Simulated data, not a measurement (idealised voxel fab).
process module | voxel self aligned contacts
cross-section cut | 245 nm wide | cells 5 nm
A cross-section is a grid of square cells, given in bands from the top down. A band is one or more rows of cells.
Each band's line starts with the height of the band's top and of its bottom, in nm. Then come its materials from left to right, each with its width in nm. One material with "throughout" fills the band from edge to edge. "air" is empty space.
Height 0 is the level under which the wafer as received is all one material. The lowest band goes on downwards, as in "0 down".
A width such as "30 to 40" changes by the same amount from each row of cells to the next, from the band's top row to its bottom row.
"no change" after a step means that no cell of the cross-section changed.
closed voids: empty space of 8 cells or more with no open way to the top, each as width x height at its distance from the left edge, in nm
after a step's settings: what the simulator itself notes on the step
overlay nm, on a step with a mask: how far to the right of its planned place the mask lay; to the left if negative
plan
1 op RECEIVE | material Si
2 op OXIDIZE | depth nm 5
3 op DIRECTIONAL_DEP | material polySi | thk nm 30
4 op DIRECTIONAL_DEP | material SiN | thk nm 20
5 op DIRECTIONAL_DEP | material aC | thk nm 10
6 op PATTERN | tone cover | mask id GATE | material resist | width nm 35 | pitch nm 80 | thk nm 30 | overlay nm 0
7 op DIRECTIONAL_ETCH | etch materials aC | depth nm 10
8 op STRIP | etch materials resist
9 op DIRECTIONAL_ETCH | etch materials SiN | depth nm 20
10 op DIRECTIONAL_ETCH | etch materials polySi | depth nm 30
11 op STRIP | etch materials aC
12 op CONFORMAL_DEP | material SiN | thk nm 10
13 op DIRECTIONAL_ETCH | etch materials SiN | depth nm 10
14 op FILL_DEP | material SiO2 | thk nm 10
15 op CMP | height nm 55
16 op MASKED_ETCH | tone open | mask id CONTACT | width nm 55 | etch materials SiO2 | depth nm 60 | overlay nm 0
17 op CONFORMAL_DEP | material TiN | thk nm 5
18 op FILL_DEP | material Ru | thk nm 5
19 op CMP | height nm 55
20 op CONFORMAL_DEP | material SiN | thk nm 5
first wafer, as planned
as received, after step 1
  0 down: Si throughout
  closed voids: none
after step 2
  0 to -5: SiO2 throughout
  below -5: unchanged
after step 3
  30 to 0: polySi throughout
  below 0: unchanged
after step 4
  50 to 30: SiN throughout
  below 30: unchanged
after step 5
  60 to 50: aC throughout
  below 50: unchanged
after step 6
  90 to 60: air 65 | resist 35 | air 45 | resist 35 | air 65
  below 60: unchanged
after step 7
  80 to 60: air 65 | resist 35 | air 45 | resist 35 | air 65
  60 to 50: air 65 | aC 35 | air 45 | aC 35 | air 65
  below 50: unchanged
after step 8
  60 to 50: air 65 | aC 35 | air 45 | aC 35 | air 65
  below 50: unchanged
after step 9
  60 to 50: air 65 | aC 35 | air 45 | aC 35 | air 65
  50 to 30: air 65 | SiN 35 | air 45 | SiN 35 | air 65
  below 30: unchanged
after step 10
  60 to 50: air 65 | aC 35 | air 45 | aC 35 | air 65
  50 to 30: air 65 | SiN 35 | air 45 | SiN 35 | air 65
  30 to 0: air 65 | polySi 35 | air 45 | polySi 35 | air 65
  below 0: unchanged
after step 11
  50 to 30: air 65 | SiN 35 | air 45 | SiN 35 | air 65
  below 30: unchanged
after step 12
  60 to 30: air 55 | SiN 55 | air 25 | SiN 55 | air 55
  30 to 10: air 55 | SiN 10 | polySi 35 | SiN 10 | air 25 | SiN 10 | polySi 35 | SiN 10 | air 55
  10 to 0: SiN 65 | polySi 35 | SiN 45 | polySi 35 | SiN 65
  below 0: unchanged
after step 13
  50 to 30: air 55 | SiN 55 | air 25 | SiN 55 | air 55
  30 to 0: air 55 | SiN 10 | polySi 35 | SiN 10 | air 25 | SiN 10 | polySi 35 | SiN 10 | air 55
  below 0: unchanged
after step 14
  60 to 50: SiO2 throughout
  50 to 30: SiO2 55 | SiN 55 | SiO2 25 | SiN 55 | SiO2 55
  30 to 0: SiO2 55 | SiN 10 | polySi 35 | SiN 10 | SiO2 25 | SiN 10 | polySi 35 | SiN 10 | SiO2 55
  below 0: unchanged
after step 15
  55 to 50: SiO2 throughout
  below 50: unchanged
after step 16
  55 to 50: SiO2 95 | air 55 | SiO2 95
  50 to 30: SiO2 55 | SiN 55 | air 25 | SiN 55 | SiO2 55
  30 to 0: SiO2 55 | SiN 10 | polySi 35 | SiN 10 | air 25 | SiN 10 | polySi 35 | SiN 10 | SiO2 55
  0 to -5: SiO2 110 | air 25 | SiO2 110
  below -5: unchanged
after step 17
  60 to 55: TiN 100 | air 45 | TiN 100
  55 to 50: SiO2 95 | TiN 20 | air 15 | TiN 20 | SiO2 95
  50 to 30: SiO2 55 | SiN 55 | TiN 5 | air 15 | TiN 5 | SiN 55 | SiO2 55
  30 to 0: SiO2 55 | SiN 10 | polySi 35 | SiN 10 | TiN 5 | air 15 | TiN 5 | SiN 10 | polySi 35 | SiN 10 | SiO2 55
  0 to -5: SiO2 110 | TiN 25 | SiO2 110
  below -5: unchanged
after step 18
  65 to 60: Ru throughout
  60 to 55: TiN 100 | Ru 45 | TiN 100
  55 to 50: SiO2 95 | TiN 20 | Ru 15 | TiN 20 | SiO2 95
  50 to 30: SiO2 55 | SiN 55 | TiN 5 | Ru 15 | TiN 5 | SiN 55 | SiO2 55
  30 to 0: SiO2 55 | SiN 10 | polySi 35 | SiN 10 | TiN 5 | Ru 15 | TiN 5 | SiN 10 | polySi 35 | SiN 10 | SiO2 55
  below 0: unchanged
after step 19
  55 to 50: SiO2 95 | TiN 20 | Ru 15 | TiN 20 | SiO2 95
  below 50: unchanged
after step 20
  60 to 55: SiN throughout
  below 55: unchanged
second wafer: like start, like plan, one mistake. Through step 5 it matches the first wafer
when step 6 should have ended
  90 to 60: air 65 | resist 40 | air 40 | resist 40 | air 60
  below 60: unchanged
when step 7 should have ended
  80 to 60: air 65 | resist 40 | air 40 | resist 40 | air 60
  60 to 50: air 65 | aC 40 | air 40 | aC 40 | air 60
  below 50: unchanged
when step 8 should have ended
  60 to 50: air 65 | aC 40 | air 40 | aC 40 | air 60
  below 50: unchanged
when step 9 should have ended
  60 to 50: air 65 | aC 40 | air 40 | aC 40 | air 60
  50 to 30: air 65 | SiN 40 | air 40 | SiN 40 | air 60
  below 30: unchanged
when step 10 should have ended
  60 to 50: air 65 | aC 40 | air 40 | aC 40 | air 60
  50 to 30: air 65 | SiN 40 | air 40 | SiN 40 | air 60
  30 to 0: air 65 | polySi 40 | air 40 | polySi 40 | air 60
  below 0: unchanged
when step 11 should have ended
  50 to 30: air 65 | SiN 40 | air 40 | SiN 40 | air 60
  below 30: unchanged
when step 12 should have ended
  60 to 30: air 55 | SiN 60 | air 20 | SiN 60 | air 50
  30 to 10: air 55 | SiN 10 | polySi 40 | SiN 10 | air 20 | SiN 10 | polySi 40 | SiN 10 | air 50
  10 to 0: SiN 65 | polySi 40 | SiN 40 | polySi 40 | SiN 60
  below 0: unchanged
when step 13 should have ended
  50 to 30: air 55 | SiN 60 | air 20 | SiN 60 | air 50
  30 to 0: air 55 | SiN 10 | polySi 40 | SiN 10 | air 20 | SiN 10 | polySi 40 | SiN 10 | air 50
  below 0: unchanged
when step 14 should have ended
  60 to 50: SiO2 throughout
  50 to 30: SiO2 55 | SiN 60 | SiO2 20 | SiN 60 | SiO2 50
  30 to 0: SiO2 55 | SiN 10 | polySi 40 | SiN 10 | SiO2 20 | SiN 10 | polySi 40 | SiN 10 | SiO2 50
  below 0: unchanged
when step 15 should have ended
  55 to 50: SiO2 throughout
  below 50: unchanged
when step 16 should have ended
  55 to 50: SiO2 95 | air 55 | SiO2 95
  50 to 30: SiO2 55 | SiN 60 | air 20 | SiN 60 | SiO2 50
  30 to 0: SiO2 55 | SiN 10 | polySi 40 | SiN 10 | air 20 | SiN 10 | polySi 40 | SiN 10 | SiO2 50
  0 to -5: SiO2 115 | air 20 | SiO2 110
  below -5: unchanged
when step 17 should have ended
  60 to 55: TiN 100 | air 45 | TiN 100
  55 to 50: SiO2 95 | TiN 25 | air 10 | TiN 20 | SiO2 95
  50 to 30: SiO2 55 | SiN 60 | TiN 5 | air 10 | TiN 5 | SiN 60 | SiO2 50
  30 to 0: SiO2 55 | SiN 10 | polySi 40 | SiN 10 | TiN 5 | air 10 | TiN 5 | SiN 10 | polySi 40 | SiN 10 | SiO2 50
  0 to -5: SiO2 115 | TiN 20 | SiO2 110
  below -5: unchanged
when step 18 should have ended
  65 to 60: Ru throughout
  60 to 55: TiN 100 | Ru 45 | TiN 100
  55 to 50: SiO2 95 | TiN 25 | Ru 10 | TiN 20 | SiO2 95
  50 to 30: SiO2 55 | SiN 60 | TiN 5 | Ru 10 | TiN 5 | SiN 60 | SiO2 50
  30 to 0: SiO2 55 | SiN 10 | polySi 40 | SiN 10 | TiN 5 | Ru 10 | TiN 5 | SiN 10 | polySi 40 | SiN 10 | SiO2 50
  below 0: unchanged
when step 19 should have ended
  55 to 50: SiO2 95 | TiN 25 | Ru 10 | TiN 20 | SiO2 95
  below 50: unchanged
when step 20 should have ended
  60 to 55: SiN throughout
  below 55: unchanged
what went wrong: step 6 ran as: op PATTERN | tone cover | mask id GATE | material resist | width nm 40 | pitch nm 80 | thk nm 30 | overlay nm 0
at the end the second wafer has, in cells: 11 fewer of Ru | 8 more of SiN | 9 fewer of SiO2 | 12 more of polySi
